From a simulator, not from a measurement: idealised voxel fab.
Name of the process module below: voxel wiring stack
Shown is cross-section cut, with a width of 190 nm and square cells of size 5 nm.
When this document writes out a cross-section, it uses a grid of square cells and lists it as bands, beginning at the top and moving down, with a band standing for one or more rows of cells.
Look at the band entry: it leads with the top's height and the bottom's height in nm. Then it lists the materials left to right, with a width in nm for each. The word "throughout" on a single material says that material fills the band edge to edge. The word "empty" is empty space.
Below 0: as-received wafer, all one material; heights counted from there. Lowest band: no bottom, goes on down, written "from 0 down".
A two-number width, for instance "30..40", indicates that the width is equal to the first number in the top row of the band and to the second number in the bottom row, and that it changes by a constant amount per row of cells.
No cell of the cross-section changed in a step that is given as "remained unchanged".
Basically, "Closed internal voids" tells you about the enclosed voids: empty spaces with no open way to the top, 8 cells or bigger, each written width x height at distance, where distance is from the left edge, all in nm.
Whatever follows a step's settings on its line is a remark the simulator itself makes about that step.
The "overlay nm" setting may appear on a step's line; for a step that uses a mask, it gives how far to the right of its planned position the mask lay, and a negative value indicates the left.
# List of planned process steps
1 RECEIVE [material Si]
2 CONFORMAL_DEP [material SiO2] [thk nm 10]
3 CONFORMAL_DEP [material SiN] [thk nm 5]
4 DIRECTIONAL_DEP [material lowk] [thk nm 15]
5 DIRECTIONAL_DEP [material aC] [thk nm 10]
6 PATTERN [tone open] [mask id METAL_1] [material resist] [width nm 30] [pitch nm 60] [thk nm 30] [overlay nm 0]
7 DIRECTIONAL_ETCH [etch materials aC] [depth nm 10]
8 STRIP [etch materials resist]
9 DIRECTIONAL_ETCH [etch materials lowk] [depth nm 15]
10 DIRECTIONAL_ETCH [etch materials SiN] [depth nm 5]
11 STRIP [etch materials aC]
12 CONFORMAL_DEP [material TiN] [thk nm 5]
13 FILL_DEP [material Cu] [thk nm 10]
14 CMP [height nm 30]
15 EPI [material Ru] [thk nm 5]
16 FILL_DEP [material SiCN] [thk nm 5]
17 DIRECTIONAL_DEP [material SiO2] [thk nm 15]
18 PATTERN [tone open] [mask id PLUG_1] [material resist] [width nm 15] [pitch nm 60] [thk nm 20] [overlay nm 0]
19 DIRECTIONAL_ETCH [etch materials SiO2] [depth nm 15]
20 DIRECTIONAL_ETCH [etch materials SiCN] [depth nm 5]
21 STRIP [etch materials resist]
22 CONFORMAL_DEP [material TiN] [thk nm 5]
23 FILL_DEP [material Ru] [thk nm 10]
24 CMP [height nm 55]
25 DIRECTIONAL_DEP [material TiN] [thk nm 5]
26 DIRECTIONAL_DEP [material W] [thk nm 20]
27 MASKED_ETCH [tone cover] [mask id METAL_2] [width nm 30] [pitch nm 60] [etch materials W] [depth nm 20] [overlay nm -5]
28 MASKED_ETCH [tone cover] [mask id METAL_2] [width nm 30] [pitch nm 60] [etch materials TiN] [depth nm 5] [overlay nm 0]
29 FILL_DEP [material SiO2] [thk nm 5]
30 CMP [height nm 80]
31 CONFORMAL_DEP [material SiCN] [thk nm 5]
The plan shows the overlay nm of step 27 as the first wafer had it; this setting differs between the wafers, which start out alike.
# So this is the first of several wafers, cross-sectioned as it came to us, meaning it's at the end of step 1
from 0 down | Si throughout
Closed internal voids: none
# Basically each wafer gets a line in the table, showing it at the end of the module: material by material, the cells it gained (+) or lost (-) since we got it, then its closed voids
overlay nm -5, +36 Cu, +33 Ru, +81 SiCN, +20 SiN, +260 SiO2, +84 TiN, +72 W, +60 lowk, Closed internal voids: none
overlay nm 0, +36 Cu, +33 Ru, +81 SiCN, +20 SiN, +263 SiO2, +81 TiN, +72 W, +60 lowk, Closed internal voids: none
overlay nm 5, +36 Cu, +33 Ru, +81 SiCN, +20 SiN, +260 SiO2, +84 TiN, +72 W, +60 lowk, Closed internal voids: none
